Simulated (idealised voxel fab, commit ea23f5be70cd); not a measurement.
Process module name: voxel self aligned contacts
Shown is cross-section cut, with a width of 185 nm and square cells of size 5 nm.
Cross-section = grid of square cells, listed top down in bands; band = one or more rows. Basically the band line says how high the top is and how high the bottom is, in nm, and then what's in it from left to right, every material with its width in nm. Empty space shows up as "blank", and if a single material carries "all across" it runs the full band edge to edge. Beneath 0, the wafer as received is one material, and that level is where height counting begins. The lowest band goes on downward without a bottom; it is written like "0 down". Per-row width for "30 to 40": begins at first number (top row of band), ends at second number (bottom row), increment between rows held constant. Step note "stayed the same" = no cross-section cell changed. In "Entrapped voids" the enclosed voids are listed, meaning empty spaces of 8 cells or larger without any opening to the top. The form is width x height at distance, distance from the left edge, units nm. It should be noted that, on the line of a given step, the content following the step's settings is a remark produced by the simulator itself with respect to that step. If you see "overlay nm" on a step's line and that step has a mask, it's telling you how far right of where it was planned the mask ended up; a negative number means it went left instead.
## Set out below are the planned steps of the process
1: RECEIVE | material Si
2: OXIDIZE | depth nm 5
3: DIRECTIONAL_DEP | material polySi | thk nm 25
4: DIRECTIONAL_DEP | material SiN | thk nm 20
5: MASKED_ETCH | tone cover | mask id GATE | width nm 35 | pitch nm 80 | etch materials SiN | depth nm 20 | overlay nm 0
6: MASKED_ETCH | tone cover | mask id GATE | width nm 35 | pitch nm 80 | etch materials polySi | depth nm 25 | overlay nm 0
7: CONFORMAL_DEP | material SiN | thk nm 10
8: DIRECTIONAL_ETCH | etch materials SiN | depth nm 10
9: FILL_DEP | material SiO2 | thk nm 20
10: CMP | height nm 55
11: PATTERN | tone open | mask id CONTACT | material resist | width nm 55 | thk nm 15 | overlay nm -15
12: DIRECTIONAL_ETCH | etch materials SiO2 | depth nm 60
13: STRIP | etch materials resist
14: CONFORMAL_DEP | material TiN | thk nm 5
15: FILL_DEP | material Ru | thk nm 10
16: CMP | height nm 55
17: CONFORMAL_DEP | material SiCN | thk nm 5
Variable across wafers: step 11 overlay nm (plan value is that of the first wafer; starting state common to all).
## Cross-sectional view of the first of several wafers in the as-received condition, corresponding to the state following step 1
> 0 down = Si all across
> Entrapped voids: none
## After the module's final step, step 17: the first of several wafers in cross-section
> 60 to 55 = SiCN all across
> 55 to 45 = 50 nm SiO2, then 5 to 35 nm TiN, then 45 to 15 nm Ru, then 5 nm TiN, then 80 nm SiO2
> 45 to 25 = 25 nm SiO2, then 55 nm SiN, then 5 nm TiN, then 15 nm Ru, then 5 nm TiN, then 55 nm SiN, then 25 nm SiO2
> 25 to 0 = 25 nm SiO2, then 10 nm SiN, then 35 nm polySi, then 10 nm SiN, then 5 nm TiN, then 15 nm Ru, then 5 nm TiN, then 10 nm SiN, then 35 nm polySi, then 10 nm SiN, then 25 nm SiO2
> 0 to -5 = 80 nm SiO2, then 25 nm TiN, then 80 nm SiO2
> -5 down = Si all across
> Entrapped voids: none
## Final wafer cross-section at module end
> 60 to 55 = SiCN all across
> 55 to 45 = 80 nm SiO2, then 5 nm TiN, then 45 to 15 nm Ru, then 5 to 35 nm TiN, then 50 nm SiO2
> 45 to 25 = 25 nm SiO2, then 55 nm SiN, then 5 nm TiN, then 15 nm Ru, then 5 nm TiN, then 55 nm SiN, then 25 nm SiO2
> 25 to 0 = 25 nm SiO2, then 10 nm SiN, then 35 nm polySi, then 10 nm SiN, then 5 nm TiN, then 15 nm Ru, then 5 nm TiN, then 10 nm SiN, then 35 nm polySi, then 10 nm SiN, then 25 nm SiO2
> 0 to -5 = 80 nm SiO2, then 25 nm TiN, then 80 nm SiO2
> -5 down = Si all across
> Entrapped voids: none
## Below, a row for every wafer. Read it as the end-of-module picture: for each material the wafer shows its cells gained (+) or lost (-) since it was received, and then its closed voids
overlay nm -15; +39 Ru; -37 Si; +37 SiCN; +128 SiN; +174 SiO2; +33 TiN; +70 polySi; Entrapped voids: none
overlay nm -10; +39 Ru; -37 Si; +37 SiCN; +128 SiN; +174 SiO2; +33 TiN; +70 polySi; Entrapped voids: none
overlay nm -5; +39 Ru; -37 Si; +37 SiCN; +128 SiN; +174 SiO2; +33 TiN; +70 polySi; Entrapped voids: none
overlay nm 0; +39 Ru; -37 Si; +37 SiCN; +128 SiN; +174 SiO2; +33 TiN; +70 polySi; Entrapped voids: none
overlay nm 5; +39 Ru; -37 Si; +37 SiCN; +128 SiN; +174 SiO2; +33 TiN; +70 polySi; Entrapped voids: none
overlay nm 10; +39 Ru; -37 Si; +37 SiCN; +128 SiN; +174 SiO2; +33 TiN; +70 polySi; Entrapped voids: none
overlay nm 15; +39 Ru; -37 Si; +37 SiCN; +128 SiN; +174 SiO2; +33 TiN; +70 polySi; Entrapped voids: none
